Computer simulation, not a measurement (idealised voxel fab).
Process module heading - voxel capacitor over wiring
Cross-section cut spans 195 nm and uses square cells 5 nm in size.
Cross-sections here: square-cell grids, written as top-down lists of bands, a band being one or more rows of cells. Within each band entry, the heights of the top and of the bottom of the band appear first, in that order and in nm; the materials of the band then follow from left to right, each with its corresponding width in nm. The designation "edge to edge" on a single material indicates that it fills the band from edge to edge; the designation "empty" indicates empty space. Heights are expressed relative to 0, this being the level below which the as-received wafer comprises one material exclusively. The lowest band is unbounded in the downward direction and is denoted as in "0..down". Width "30 to 40": first value at the band's top row of cells, second value at its bottom row, equal change from row to row. Step note "identical to before" = no cross-section cell changed. "Trapped void list" lists enclosed empty spaces (at least 8 cells, no open path upward to the top), each as width x height at distance from the left edge, in nm. Whatever follows a step's settings on its line is a remark the simulator itself makes about that step. overlay nm: right-of-plan distance of the mask on a masked step; negative values mean left-of-plan.

## The process steps that were planned are listed below
- 1: op RECEIVE | material Si
- 2: op CONFORMAL_DEP | material SiO2 | thk nm 15
- 3: op CONFORMAL_DEP | material SiCN | thk nm 5
- 4: op DIRECTIONAL_DEP | material lowk | thk nm 20
- 5: op MASKED_ETCH | tone open | mask id METAL_1 | width nm 20 | pitch nm 80 | etch materials lowk | depth nm 20 | overlay nm 0
- 6: op MASKED_ETCH | tone open | mask id METAL_1 | width nm 20 | pitch nm 80 | etch materials SiCN | depth nm 5 | overlay nm 0
- 7: op CONFORMAL_DEP | material TiN | thk nm 5
- 8: op FILL_DEP | material Cu | thk nm 5
- 9: op CMP | height nm 40
- 10: op CONFORMAL_DEP | material SiCN | thk nm 5
- 11: op DIRECTIONAL_DEP | material lowk | thk nm 20
- 12: op DIRECTIONAL_DEP | material aC | thk nm 10
- 13: op PATTERN | tone open | mask id PLUG_1 | material resist | width nm 15 | thk nm 25 | overlay nm 0
- 14: op DIRECTIONAL_ETCH | etch materials aC | depth nm 10
- 15: op STRIP | etch materials resist
- 16: op DIRECTIONAL_ETCH | etch materials lowk | depth nm 20
- 17: op DIRECTIONAL_ETCH | etch materials SiCN | depth nm 5
- 18: op STRIP | etch materials aC
- 19: op CONFORMAL_DEP | material TiN | thk nm 5
- 20: op FILL_DEP | material Ru | thk nm 10
- 21: op CMP | height nm 65
- 22: op DIRECTIONAL_DEP | material TiN | thk nm 5
- 23: op DIRECTIONAL_DEP | material Al2O3 | thk nm 5
- 24: op DIRECTIONAL_DEP | material TiN | thk nm 10
- 25: op MASKED_ETCH | tone cover | mask id UPPER_PLATE | width nm 65 | etch materials TiN | depth nm 10 | overlay nm 0
- 26: op MASKED_ETCH | tone cover | mask id UPPER_PLATE | width nm 65 | etch materials Al2O3 | depth nm 5 | overlay nm 0
- 27: op MASKED_ETCH | tone cover | mask id LOWER_PLATE | width nm 75 | etch materials TiN | depth nm 5 | overlay nm 0
- 28: op FILL_DEP | material SiO2 | thk nm 15
- 29: op CMP | height nm 95
- 30: op PATTERN | tone open | mask id PLUG_2 | material resist | width nm 15 | thk nm 15 | overlay nm 0
- 31: op DIRECTIONAL_ETCH | etch materials SiO2 | depth nm 10
- 32: op STRIP | etch materials resist
- 33: op CONFORMAL_DEP | material TiN | thk nm 5
- 34: op FILL_DEP | material W | thk nm 5
- 35: op CMP | height nm 95
- 36: op CONFORMAL_DEP | material SiCN | thk nm 5

## as received, after step 1
	0..down: Si edge to edge
	Trapped void list: none

## Post-module cross-section: identical start and plan to those above, one misstep in execution
	100..95: SiCN edge to edge
	95..90: 60 SiO2; 5 TiN; 5 W; 5 TiN; 120 SiO2
	90..85: 60 SiO2; 15 TiN; 120 SiO2
	85..75: 50 SiO2; 65 TiN; 80 SiO2
	75..70: 50 SiO2; 65 Al2O3; 80 SiO2
	70..65: 45 SiO2; 75 TiN; 75 SiO2
	65..45: 50 lowk; 5 TiN; 5 Ru; 5 TiN; 130 lowk
	45..40: 50 SiCN; 15 TiN; 130 SiCN
	40..35: 50 TiN; 10 Cu; 70 TiN; 10 Cu; 55 TiN
	35..20: 45 lowk; 5 TiN; 10 Cu; 5 TiN; 60 lowk; 5 TiN; 10 Cu; 5 TiN; 50 lowk
	20..15: 45 lowk; 20 TiN; 60 lowk; 20 TiN; 50 lowk
	15..0: SiO2 edge to edge
	0..down: Si edge to edge
	Trapped void list: none
Deviation from plan: the plan's step 3 went unexecuted, having been skipped
